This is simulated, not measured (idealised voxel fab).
Presented below is a process module, voxel ribs on slabs.
Each square cell in cross-section cut measures 5 nm, and the section as a whole is 250 nm wide.
For the purposes of this document, a cross-section shall be understood as a grid of square cells, specified as bands listed in top-to-bottom order, each band consisting of one or more rows of cells. A band entry consists of two parts. The first gives the height of the band's top and the height of its bottom, in nm. The rest lists the band's materials from left to right, each with its width in nm. A single material labelled with the word "full width" fills the band from edge to edge, and the word "air" marks empty space. Ref level 0: as-received wafer is one material below here. Bottom band extends down with no lower bound ("top 0, no bottom"). The expression "30..40" gives the width at the extremes of the band, the first number at its top row of cells and the second at its bottom row, with the width changing by equal amounts from each row to the next in between. Given "no change" for a step, no cell of the cross-section differs between before and after that step. Entry "Closed void list". Content: empty spaces with no open connection to the top, size 8 cells or greater. Each: width x height at distance. Distance: from left edge. Unit: nm. It should be noted that, on the line of a given step, the content following the step's settings is a remark produced by the simulator itself with respect to that step. When a step includes a mask, the "overlay nm" setting on its line states how far to the right of its planned place that mask lay, and negative values state how far to the left.

### Set out below are the planned steps of the process
- 1: RECEIVE: material Si
- 2: DIRECTIONAL_DEP: material SiO2, thk nm 25
- 3: DIRECTIONAL_DEP: material polySi, thk nm 15
- 4: PATTERN: tone cover, mask id RIB, material resist, width nm 30, thk nm 20, overlay nm 0
- 5: DIRECTIONAL_ETCH: etch materials polySi, depth nm 10
- 6: STRIP: etch materials resist
- 7: MASKED_ETCH: tone cover, mask id SLAB, width nm 90, etch materials polySi, depth nm 5, overlay nm 0
- 8: FILL_DEP: material SiO2, thk nm 25
- 9: CMP: height nm 60
- 10: DIRECTIONAL_DEP: material TiN, thk nm 5
- 11: MASKED_ETCH: tone cover, mask id HEATER, width nm 40, etch materials TiN, depth nm 5, overlay nm 0
- 12: CONFORMAL_DEP: material SiO2, thk nm 10

### First of two wafers: run as planned

### As-received state of the wafer in cross-section, equivalent to post-step 1
	top 0, no bottom  Si full width
	Closed void list: none

### So this is the wafer cross-section right after step 2
	top 25, bottom 0  SiO2 full width
	Heights below 0 show no change.

### So this is the wafer cross-section right after step 3
	top 40, bottom 25  polySi full width
	Heights below 25 show no change.

### So this is the wafer cross-section right after step 4
	top 60, bottom 40  air: 110, then resist: 30, then air: 110
	Heights below 40 show no change.

### So this is the wafer cross-section right after step 5
	top 60, bottom 40  air: 110, then resist: 30, then air: 110
	top 40, bottom 30  air: 110, then polySi: 30, then air: 110
	Heights below 30 show no change.

### So this is the wafer cross-section right after step 6
	top 40, bottom 30  air: 110, then polySi: 30, then air: 110
	Heights below 30 show no change.

### So this is the wafer cross-section right after step 7
	top 40, bottom 30  air: 110, then polySi: 30, then air: 110
	top 30, bottom 25  air: 80, then polySi: 90, then air: 80
	Heights below 25 show no change.

### So this is the wafer cross-section right after step 8
	top 65, bottom 40  SiO2 full width
	top 40, bottom 30  SiO2: 110, then polySi: 30, then SiO2: 110
	top 30, bottom 25  SiO2: 80, then polySi: 90, then SiO2: 80
	Heights below 25 show no change.

### So this is the wafer cross-section right after step 9
	top 60, bottom 40  SiO2 full width
	Heights below 40 show no change.

### So this is the wafer cross-section right after step 10
	top 65, bottom 60  TiN full width
	Heights below 60 show no change.

### So this is the wafer cross-section right after step 11
	top 65, bottom 60  air: 105, then TiN: 40, then air: 105
	Heights below 60 show no change.

### So this is the wafer cross-section right after step 12
	top 75, bottom 70  air: 95, then SiO2: 60, then air: 95
	top 70, bottom 65  SiO2 full width
	top 65, bottom 60  SiO2: 105, then TiN: 40, then SiO2: 105
	Heights below 60 show no change.

### Now the other wafer: same start, same recipe, but we messed up one thing when running it. Up to and including step 9 it's the same as the first one

### Second wafer profile in section, at the moment step 10 of the plan was meant to be complete
	top 65, bottom 60  polySi full width
	Heights below 60 show no change.

Second wafer profile in section, at the moment step 11 of the plan was meant to be complete: no change

### Second wafer profile in section, at the moment step 12 of the plan was meant to be complete
	top 75, bottom 65  SiO2 full width
	Heights below 65 show no change.
Heads up, the wafer didn't run the way we planned it: for step 10, the planned setting was not used; the step was instead run as DIRECTIONAL_DEP: material polySi, thk nm 5
End of process, cell counts, second wafer against first, materials with more or fewer: 4 fewer of SiO2, 8 fewer of TiN, 50 more of polySi
